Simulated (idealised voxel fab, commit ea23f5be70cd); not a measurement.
Name of the process module below: voxel self aligned contacts
cross-section cut | 170 nm wide | cells 5 nm
Cross-section layout: square cells on a grid; listed as bands, top to bottom; a band spans one or more cell rows. In this notation a band is specified by the heights of its top and bottom, in that order and in nm, after which its materials appear from left to right, each paired with its width in nm. The word "full width" attached to a single material means that material fills the band from edge to edge; the word "blank" stands for empty space. We count height from 0. Below that, the starting wafer is all one material. The lowest band never ends at the bottom but goes on down; see "0 -> down" for how that is written. The width entry "30..40" should be interpreted row by row: the top row of cells in the band takes the first number, the bottom row takes the second number, and the change between adjacent rows is uniform throughout. Step note "nothing changed" = no cross-section cell changed. The list in "Closed-off voids" covers empty spaces of 8 cells or more that cannot reach the top through any open way, and it gives each as width x height at distance; the distance is from the left edge, and width, height and distance are in nm. Whatever follows a step's settings on its line is a remark the simulator itself makes about that step. Among the settings permitted on a step's line is "overlay nm"; applied to a step with a mask, it specifies the extent to which the mask lay to the right of its planned position, whereas a negative figure signifies a position to the left.
### Steps in the process plan
1,RECEIVE (material Si)
2,CONFORMAL_DEP (material SiO2; thk nm 5)
3,DIRECTIONAL_DEP (material polySi; thk nm 30)
4,DIRECTIONAL_DEP (material SiN; thk nm 20)
5,DIRECTIONAL_DEP (material aC; thk nm 10)
6,PATTERN (tone cover; mask id GATE; material resist; width nm 30; pitch nm 60; thk nm 25; overlay nm 0)
7,DIRECTIONAL_ETCH (etch materials aC; depth nm 10)
8,STRIP (etch materials resist)
9,DIRECTIONAL_ETCH (etch materials SiN; depth nm 20)
10,DIRECTIONAL_ETCH (etch materials polySi; depth nm 30)
11,STRIP (etch materials aC)
12,CONFORMAL_DEP (material SiN; thk nm 5)
13,DIRECTIONAL_ETCH (etch materials SiN; depth nm 5)
14,FILL_DEP (material SiO2; thk nm 10)
15,CMP (height nm 60)
16,PATTERN (tone open; mask id CONTACT; material resist; width nm 40; thk nm 15; overlay nm 0)
17,DIRECTIONAL_ETCH (etch materials SiO2; depth nm 60)
18,STRIP (etch materials resist)
19,CONFORMAL_DEP (material TiN; thk nm 5)
20,FILL_DEP (material W; thk nm 5)
21,CMP (height nm 60)
22,CONFORMAL_DEP (material SiN; thk nm 5)
### Here's what the wafer looked like in cross-section when it arrived - that's after step 1
	0 -> down | Si full width
	Closed-off voids: none
### What the wafer looks like in cross-section after this module, when it starts as shown above and follows the plan above but one mistake is made in running it
	65 -> 60 | SiN full width
	60 -> 55 | 30 W, 35 TiN, 40 SiO2, 35 TiN, 30 W
	55 -> 35 | 30 W, 5 TiN, 40 SiN, 20 SiO2, 40 SiN, 5 TiN, 30 W
	35 -> 5 | 30 W, 5 TiN, 5 SiN, 30 polySi, 5 SiN, 20 SiO2, 5 SiN, 30 polySi, 5 SiN, 5 TiN, 30 W
	5 -> 0 | 35 TiN, 100 SiO2, 35 TiN
	0 -> down | Si full width
	Closed-off voids: none
What broke from the plan during processing? planned and actual differ for step 16; actual: PATTERN (tone cover; mask id CONTACT; material resist; width nm 40; thk nm 15; overlay nm 0)
